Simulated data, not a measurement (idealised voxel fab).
Presented below is a process module, voxel released beams.
Square cell edge 5 nm, section width 160 nm, ID cut.
A cross-section in this document is a grid of square cells, and it is written down as bands, the top band listed before the ones below it; a band is made up of one or more rows of cells.
Read a band's entry like this: the first values are the height of its top and the height of its bottom in nm, and what follows is the sequence of materials from left to right, each with its width in nm. Note that "air" is empty space, and that a single material marked "edge to edge" reaches across the band from edge to edge.
Height is counted from the level 0, under which the received wafer is composed throughout of one material. The lowest of the bands is not closed at the bottom but continues downward, in the notation "0..down".
The two numbers in a width such as "30->40" mark its ends across the band: the first belongs to the top row of cells, the second to the bottom row, and from each row to the next the width moves by the same amount.
The cross-section has no changed cell in any step marked "no change".
The entry titled "Entrapped void list" provides the empty spaces that have no open way to the top, restricted to those of 8 cells or more. Each is presented as width x height at distance, the distance being measured from the left edge, with all three in nm.
Note: text after step settings on the step line = simulator remark on that step.
The "overlay nm" setting may appear on a step's line; for a step that uses a mask, it gives how far to the right of its planned position the mask lay, and a negative value indicates the left.

The process steps that were planned are listed below
| 1 | RECEIVE, material Si |
| 2 | CONFORMAL_DEP, material SiN, thk nm 5 |
| 3 | DIRECTIONAL_DEP, material SiO2, thk nm 15 |
| 4 | DIRECTIONAL_DEP, material aC, thk nm 15 |
| 5 | PATTERN, tone open, mask id ANCHOR, material resist, width nm 25, thk nm 35, overlay nm 0 |
| 6 | DIRECTIONAL_ETCH, etch materials aC, depth nm 15 |
| 7 | STRIP, etch materials resist |
| 8 | DIRECTIONAL_ETCH, etch materials SiO2, depth nm 15 |
| 9 | STRIP, etch materials aC |
| 10 | CONFORMAL_DEP, material W, thk nm 15 |
| 11 | PATTERN, tone cover, mask id BEAM, material resist, width nm 110, thk nm 15, overlay nm 0 |
| 12 | DIRECTIONAL_ETCH, etch materials W, depth nm 15 |
| 13 | STRIP, etch materials resist |
| 14 | STRIP, etch materials SiO2 |
Wafers differ in width nm at step 5; plan lists the first wafer's value; identical starting state.

The first of several wafers, as received after step 1, seen in section
0..down | Si edge to edge
Entrapped void list: none

First of several wafers in cross-section at module end, following the final step, step 14
35..20 | air (20) | W (110) | air (30)
20..5 | air (30) | W (25) | air (105)
5..0 | SiN edge to edge
0..down | Si edge to edge
Entrapped void list: none

Last-wafer cross-section at the end of the module
35..20 | air (20) | W (15) | air (20) | W (75) | air (30)
20..5 | air (20) | W (50) | air (90)
5..0 | SiN edge to edge
0..down | Si edge to edge
Entrapped void list: none

Heads up, this table goes wafer by wafer. A row tells you, at the end of the module, how many cells of each material that wafer has put on (+) or dropped (-) since it was received, and then its closed voids
width nm 25 | +32 SiN | +81 W | Entrapped void list: none
width nm 30 | +32 SiN | +84 W | Entrapped void list: none
width nm 35 | +32 SiN | +84 W | Entrapped void list: none
width nm 40 | +32 SiN | +84 W | Entrapped void list: none
width nm 45 | +32 SiN | +84 W | Entrapped void list: none
width nm 50 | +32 SiN | +84 W | Entrapped void list: none
